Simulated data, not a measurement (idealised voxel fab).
You're looking at the process module voxel gate over fins.
The figure presents cross-section cut, which has a width of 255 nm and is divided into square cells with an edge length of 5 nm.
Each cross-section below is a grid of square cells, stated as bands in top-down order, with one or more rows of cells making up each band. Top height, bottom height, nm. Materials left to right, width each, nm. Single material + "all across" = fills band edge to edge. "blank" = empty. Height 0 is the level under which the wafer as received is all one material. The lowest band goes on downwards, as in "0 -> down". Width: "30->40" (first number = top row, second number = bottom row, same change from row to row of cells). Given "stayed the same" for a step, no cell of the cross-section differs between before and after that step. Enclosed voids (no open way to top), threshold 8 cells or more, entry "Enclosed cavities", notation width x height at distance, distance from left edge, nm. Anything after a step's settings on that line? It's the simulator's own note about the step. What "overlay nm" on a step's line means: if the step has a mask, that mask lay this far to the right of its planned place, or, when the value is negative, to the left.

The planned process steps are enumerated hereunder:
- 1: RECEIVE | material Si
- 2: CONFORMAL_DEP | material SiN | thk nm 10
- 3: MASKED_ETCH | tone cover | mask id FINS | width nm 15 | pitch nm 55 | etch materials SiN | depth nm 10 | overlay nm 0
- 4: MASKED_ETCH | tone cover | mask id FINS | width nm 15 | pitch nm 55 | etch materials Si | depth nm 40 | overlay nm 0
- 5: OXIDIZE | depth nm 5
- 6: FILL_DEP | material SiO2 | thk nm 10
- 7: CMP | height nm 10
- 8: DIRECTIONAL_DEP | material aC | thk nm 10
- 9: PATTERN | tone open | mask id RAIL | material resist | width nm 15 | thk nm 30 | overlay nm 0
- 10: DIRECTIONAL_ETCH | etch materials aC | depth nm 10
- 11: STRIP | etch materials resist
- 12: DIRECTIONAL_ETCH | etch materials SiO2 | depth nm 45
- 13: STRIP | etch materials aC
- 14: CONFORMAL_DEP | material TiN | thk nm 5
- 15: FILL_DEP | material W | thk nm 10
- 16: CMP | height nm 10
- 17: SELECTIVE_ETCH | etch materials W Ru TiN | depth nm 35
- 18: FILL_DEP | material SiO2 | thk nm 5
- 19: CMP | height nm 10
- 20: SELECTIVE_ETCH | etch materials SiO2 | depth nm 25
- 21: STRIP | etch materials SiN
- 22: CONFORMAL_DEP | material HfO2 | thk nm 5
- 23: CONFORMAL_DEP | material TiN | thk nm 5
- 24: FILL_DEP | material W | thk nm 15
- 25: CMP | height nm 20
- 26: CONFORMAL_DEP | material SiCN | thk nm 10

Wafer as received: cross-section following step 1:
  0 -> down  Si all across
  Enclosed cavities: none

Module complete - cross-section of the first of two wafers, run according to plan:
  30 -> 20  SiCN all across
  20 -> 10  W all across
  10 -> 5  30 of W; 25 of TiN; 30 of W; 25 of TiN; 30 of W; 25 of TiN; 30 of W; 25 of TiN; 35 of W
  5 -> 0  30 of W; 5 of TiN; 15 of HfO2; 5 of TiN; 30 of W; 5 of TiN; 15 of HfO2; 5 of TiN; 30 of W; 5 of TiN; 15 of HfO2; 5 of TiN; 30 of W; 5 of TiN; 15 of HfO2; 5 of TiN; 35 of W
  0 -> -5  30 of W; 5 of TiN; 5 of HfO2; 5 of Si; 5 of HfO2; 5 of TiN; 30 of W; 5 of TiN; 5 of HfO2; 5 of Si; 5 of HfO2; 5 of TiN; 30 of W; 5 of TiN; 5 of HfO2; 5 of Si; 5 of HfO2; 5 of TiN; 30 of W; 5 of TiN; 5 of HfO2; 5 of Si; 5 of HfO2; 5 of TiN; 35 of W
  -5 -> -10  35 of TiN; 5 of HfO2; 5 of Si; 5 of HfO2; 40 of TiN; 5 of HfO2; 5 of Si; 5 of HfO2; 40 of TiN; 5 of HfO2; 5 of Si; 5 of HfO2; 40 of TiN; 5 of HfO2; 5 of Si; 5 of HfO2; 40 of TiN
  -10 -> -15  40 of HfO2; 5 of Si; 50 of HfO2; 5 of Si; 50 of HfO2; 5 of Si; 50 of HfO2; 5 of Si; 45 of HfO2
  -15 -> -25  40 of SiO2; 5 of Si; 50 of SiO2; 5 of Si; 50 of SiO2; 5 of Si; 50 of SiO2; 5 of Si; 45 of SiO2
  -25 -> -30  40 of SiO2; 5 of Si; 15 of SiO2; 5 of TiN; 5 of W; 5 of TiN; 20 of SiO2; 5 of Si; 50 of SiO2; 5 of Si; 50 of SiO2; 5 of Si; 45 of SiO2
  -30 -> -35  40 of SiO2; 5 of Si; 15 of SiO2; 15 of TiN; 20 of SiO2; 5 of Si; 50 of SiO2; 5 of Si; 50 of SiO2; 5 of Si; 45 of SiO2
  -35 -> -45  40 of SiO2; 5 of Si; 50 of SiO2; 5 of Si; 50 of SiO2; 5 of Si; 50 of SiO2; 5 of Si; 45 of SiO2
  -45 -> down  Si all across
  Enclosed cavities: none

Here's the second of our two wafers sectioned at module end. Same start as the first, same plan, but one mistake got made running it:
  30 -> 20  SiCN all across
  20 -> 10  W all across
  10 -> 5  30 of W; 25 of TiN; 30 of W; 25 of TiN; 30 of W; 25 of TiN; 30 of W; 25 of TiN; 35 of W
  5 -> 0  30 of W; 5 of TiN; 15 of HfO2; 5 of TiN; 30 of W; 5 of TiN; 15 of HfO2; 5 of TiN; 30 of W; 5 of TiN; 15 of HfO2; 5 of TiN; 30 of W; 5 of TiN; 15 of HfO2; 5 of TiN; 35 of W
  0 -> -15  30 of W; 5 of TiN; 5 of HfO2; 5 of Si; 5 of HfO2; 5 of TiN; 30 of W; 5 of TiN; 5 of HfO2; 5 of Si; 5 of HfO2; 5 of TiN; 30 of W; 5 of TiN; 5 of HfO2; 5 of Si; 5 of HfO2; 5 of TiN; 30 of W; 5 of TiN; 5 of HfO2; 5 of Si; 5 of HfO2; 5 of TiN; 35 of W
  -15 -> -20  30 of W; 5 of TiN; 5 of HfO2; 5 of Si; 5 of HfO2; 40 of TiN; 5 of HfO2; 5 of Si; 5 of HfO2; 5 of TiN; 30 of W; 5 of TiN; 5 of HfO2; 5 of Si; 5 of HfO2; 5 of TiN; 30 of W; 5 of TiN; 5 of HfO2; 5 of Si; 5 of HfO2; 5 of TiN; 35 of W
  -20 -> -25  30 of W; 5 of TiN; 5 of HfO2; 5 of Si; 5 of HfO2; 5 of TiN; 25 of HfO2; 10 of TiN; 5 of HfO2; 5 of Si; 5 of HfO2; 5 of TiN; 30 of W; 5 of TiN; 5 of HfO2; 5 of Si; 5 of HfO2; 5 of TiN; 30 of W; 5 of TiN; 5 of HfO2; 5 of Si; 5 of HfO2; 5 of TiN; 35 of W
  -25 -> -30  30 of W; 5 of TiN; 5 of HfO2; 5 of Si; 5 of HfO2; 5 of TiN; 5 of HfO2; 5 of TiN; 5 of W; 5 of TiN; 5 of HfO2; 10 of TiN; 5 of HfO2; 5 of Si; 5 of HfO2; 5 of TiN; 30 of W; 5 of TiN; 5 of HfO2; 5 of Si; 5 of HfO2; 5 of TiN; 30 of W; 5 of TiN; 5 of HfO2; 5 of Si; 5 of HfO2; 5 of TiN; 35 of W
  -30 -> -35  35 of TiN; 5 of HfO2; 5 of Si; 5 of HfO2; 5 of TiN; 5 of HfO2; 15 of TiN; 5 of HfO2; 10 of TiN; 5 of HfO2; 5 of Si; 5 of HfO2; 40 of TiN; 5 of HfO2; 5 of Si; 5 of HfO2; 40 of TiN; 5 of HfO2; 5 of Si; 5 of HfO2; 40 of TiN
  -35 -> -40  40 of HfO2; 5 of Si; 20 of HfO2; 5 of SiO2; 25 of HfO2; 5 of Si; 50 of HfO2; 5 of Si; 50 of HfO2; 5 of Si; 45 of HfO2
  -40 -> -45  40 of SiO2; 5 of Si; 50 of SiO2; 5 of Si; 50 of SiO2; 5 of Si; 50 of SiO2; 5 of Si; 45 of SiO2
  -45 -> down  Si all across
  Enclosed cavities: none
what went wrong: step 20 of the plan was twice carried out
Wafer comparison, final, in cells, second relative to first, materials more or fewer: HfO2: 48 more, SiO2: 228 fewer, TiN: 43 more, W: 137 more
